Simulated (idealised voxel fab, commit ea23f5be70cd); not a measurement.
You're looking at the process module voxel self aligned vias.
The cross-section on display is named cut; it measures 215 nm wide, and its cells are 5 nm squares.
A cross-section in this document is a grid of square cells, and it is written down as bands, the top band listed before the ones below it; a band is made up of one or more rows of cells.
This entry defines a band. It first specifies the height of the band's top and the height of its bottom in nm, and then specifies the band's materials from left to right, stating each material with its width in nm. The word "full width" identifies a single material that fills the band from edge to edge, while the word "blank" identifies empty space.
For the purposes of this specification, 0 denotes the height below which the wafer in its as-received condition is composed wholly of one material, and the lowermost band, lacking a lower limit, extends downward without end, as expressed in "0 -> down".
Per-row width for "30..40": begins at first number (top row of band), ends at second number (bottom row), increment between rows held constant.
No cell of the cross-section changed in a step that is given as "nothing was modified".
Entry "Unvented cavities" = empty spaces >= 8 cells with no open way to the top; each as width x height at distance, distance from left edge, all nm.
The remark found on a step's line after its settings is issued by the simulator itself and pertains to that step.
For masked steps, "overlay nm" on the step line gives how far right of plan the mask actually lay; a minus sign means it lay to the left.

**These are the steps we planned for the process**
1 RECEIVE, material Si
2 CONFORMAL_DEP, material SiO2, thk nm 10
3 CONFORMAL_DEP, material SiCN, thk nm 5
4 DIRECTIONAL_DEP, material SiO2, thk nm 20
5 MASKED_ETCH, tone open, mask id LINES, width nm 20, pitch nm 45, etch materials SiO2, depth nm 20, overlay nm 0
6 CONFORMAL_DEP, material TiN, thk nm 5
7 FILL_DEP, material Ru, thk nm 10
8 CMP, height nm 35
9 SELECTIVE_ETCH, etch materials W Ru TiN, depth nm 5
10 FILL_DEP, material SiN, thk nm 5
11 CMP, height nm 35
12 DIRECTIONAL_DEP, material SiO2, thk nm 15
13 DIRECTIONAL_DEP, material aC, thk nm 15
14 PATTERN, tone open, mask id VIAS, material resist, width nm 30, thk nm 35, overlay nm 0
15 DIRECTIONAL_ETCH, etch materials aC, depth nm 15
16 STRIP, etch materials resist
17 DIRECTIONAL_ETCH, etch materials SiO2, depth nm 15
18 DIRECTIONAL_ETCH, etch materials SiN, depth nm 5
19 STRIP, etch materials aC
20 CONFORMAL_DEP, material TiN, thk nm 5
21 FILL_DEP, material W, thk nm 10
22 CMP, height nm 50
23 CONFORMAL_DEP, material SiN, thk nm 5

**Account of the first of two wafers, which was processed as intended**

**Wafer at receipt (post step 1), cross-section**
    0 -> down  Si full width
    Unvented cavities: none

**Cross-section through the wafer, step 2 finished**
    10 -> 0  SiO2 full width
    Below a height of 0, the structure has not been altered.

**Cross-section through the wafer, step 3 finished**
    15 -> 10  SiCN full width
    Below a height of 10, the structure has not been altered.

**Cross-section through the wafer, step 4 finished**
    35 -> 15  SiO2 full width
    Below a height of 15, the structure has not been altered.

**Cross-section through the wafer, step 5 finished**
    35 -> 15  SiO2 (75); blank (20); SiO2 (25); blank (20); SiO2 (75)
    Below a height of 15, the structure has not been altered.

**Cross-section through the wafer, step 6 finished**
    40 -> 35  TiN (80); blank (10); TiN (35); blank (10); TiN (80)
    35 -> 20  SiO2 (75); TiN (5); blank (10); TiN (5); SiO2 (25); TiN (5); blank (10); TiN (5); SiO2 (75)
    20 -> 15  SiO2 (75); TiN (20); SiO2 (25); TiN (20); SiO2 (75)
    Below a height of 15, the structure has not been altered.

**Cross-section through the wafer, step 7 finished**
    50 -> 40  Ru full width
    40 -> 35  TiN (80); Ru (10); TiN (35); Ru (10); TiN (80)
    35 -> 20  SiO2 (75); TiN (5); Ru (10); TiN (5); SiO2 (25); TiN (5); Ru (10); TiN (5); SiO2 (75)
    Below a height of 20, the structure has not been altered.

**Cross-section through the wafer, step 8 finished**
    35 -> 20  SiO2 (75); TiN (5); Ru (10); TiN (5); SiO2 (25); TiN (5); Ru (10); TiN (5); SiO2 (75)
    Below a height of 20, the structure has not been altered.

**Cross-section through the wafer, step 9 finished**
    35 -> 30  SiO2 (75); blank (20); SiO2 (25); blank (20); SiO2 (75)
    Below a height of 30, the structure has not been altered.

**Cross-section through the wafer, step 10 finished**
    40 -> 35  SiN full width
    35 -> 30  SiO2 (75); SiN (20); SiO2 (25); SiN (20); SiO2 (75)
    Below a height of 30, the structure has not been altered.

**Cross-section through the wafer, step 11 finished**
    35 -> 30  SiO2 (75); SiN (20); SiO2 (25); SiN (20); SiO2 (75)
    Below a height of 30, the structure has not been altered.

**Cross-section through the wafer, step 12 finished**
    50 -> 35  SiO2 full width
    Below a height of 35, the structure has not been altered.

**Cross-section through the wafer, step 13 finished**
    65 -> 50  aC full width
    Below a height of 50, the structure has not been altered.

**Cross-section through the wafer, step 14 finished**
    100 -> 65  resist (70); blank (30); resist (115)
    Below a height of 65, the structure has not been altered.

**Cross-section through the wafer, step 15 finished**
    85 -> 65  resist (70); blank (30); resist (115)
    65 -> 50  aC (70); blank (30); aC (115)
    Below a height of 50, the structure has not been altered.

**Cross-section through the wafer, step 16 finished**
    65 -> 50  aC (70); blank (30); aC (115)
    Below a height of 50, the structure has not been altered.

**Cross-section through the wafer, step 17 finished**
    65 -> 50  aC (70); blank (30); aC (115)
    50 -> 35  SiO2 (70); blank (30); SiO2 (115)
    Below a height of 35, the structure has not been altered.

**Cross-section through the wafer, step 18 finished**
    65 -> 50  aC (70); blank (30); aC (115)
    50 -> 35  SiO2 (70); blank (30); SiO2 (115)
    35 -> 30  SiO2 (75); blank (20); SiO2 (25); SiN (20); SiO2 (75)
    Below a height of 30, the structure has not been altered.

**Cross-section through the wafer, step 19 finished**
    50 -> 35  SiO2 (70); blank (30); SiO2 (115)
    Below a height of 35, the structure has not been altered.

**Cross-section through the wafer, step 20 finished**
    55 -> 50  TiN (75); blank (20); TiN (120)
    50 -> 40  SiO2 (70); TiN (5); blank (20); TiN (5); SiO2 (115)
    40 -> 35  SiO2 (70); TiN (10); blank (10); TiN (10); SiO2 (115)
    35 -> 30  SiO2 (75); TiN (20); SiO2 (25); SiN (20); SiO2 (75)
    Below a height of 30, the structure has not been altered.

**Cross-section through the wafer, step 21 finished**
    65 -> 55  W full width
    55 -> 50  TiN (75); W (20); TiN (120)
    50 -> 40  SiO2 (70); TiN (5); W (20); TiN (5); SiO2 (115)
    40 -> 35  SiO2 (70); TiN (10); W (10); TiN (10); SiO2 (115)
    Below a height of 35, the structure has not been altered.

**Cross-section through the wafer, step 22 finished**
    50 -> 40  SiO2 (70); TiN (5); W (20); TiN (5); SiO2 (115)
    Below a height of 40, the structure has not been altered.

**Cross-section through the wafer, step 23 finished**
    55 -> 50  SiN full width
    Below a height of 50, the structure has not been altered.

**Wafer two. Same start, same plan, one slip in execution. Same as wafer one through step 16, inclusive**

**Cross-section of the second wafer when, according to plan, step 17 should have finished**
    65 -> 50  aC (70); blank (30); aC (115)
    50 -> 35  SiO2 (70); blank (30); SiO2 (115)
    35 -> 30  SiO2 (70); blank (5); SiN (20); blank (5); SiO2 (20); SiN (20); SiO2 (75)
    Below a height of 30, the structure has not been altered.

**Cross-section of the second wafer when, according to plan, step 18 should have finished**
    65 -> 50  aC (70); blank (30); aC (115)
    50 -> 35  SiO2 (70); blank (30); SiO2 (115)
    35 -> 30  SiO2 (70); blank (30); SiO2 (20); SiN (20); SiO2 (75)
    Below a height of 30, the structure has not been altered.

**Cross-section of the second wafer when, according to plan, step 19 should have finished**
    50 -> 35  SiO2 (70); blank (30); SiO2 (115)
    Below a height of 35, the structure has not been altered.

**Cross-section of the second wafer when, according to plan, step 20 should have finished**
    55 -> 50  TiN (75); blank (20); TiN (120)
    50 -> 35  SiO2 (70); TiN (5); blank (20); TiN (5); SiO2 (115)
    35 -> 30  SiO2 (70); TiN (30); SiO2 (20); SiN (20); SiO2 (75)
    Below a height of 30, the structure has not been altered.

**Cross-section of the second wafer when, according to plan, step 21 should have finished**
    65 -> 55  W full width
    55 -> 50  TiN (75); W (20); TiN (120)
    50 -> 35  SiO2 (70); TiN (5); W (20); TiN (5); SiO2 (115)
    Below a height of 35, the structure has not been altered.

**Cross-section of the second wafer when, according to plan, step 22 should have finished**
    50 -> 35  SiO2 (70); TiN (5); W (20); TiN (5); SiO2 (115)
    Below a height of 35, the structure has not been altered.

**Cross-section of the second wafer when, according to plan, step 23 should have finished**
    55 -> 50  SiN full width
    Below a height of 50, the structure has not been altered.
The mistake made against the process plan was this: step 17 was processed under conditions differing from the plan, specifically as DIRECTIONAL_ETCH, etch materials SiO2, depth nm 20
Final difference in cells, second wafer against first, listed per material as more or fewer: -2 SiO2 | +2 W
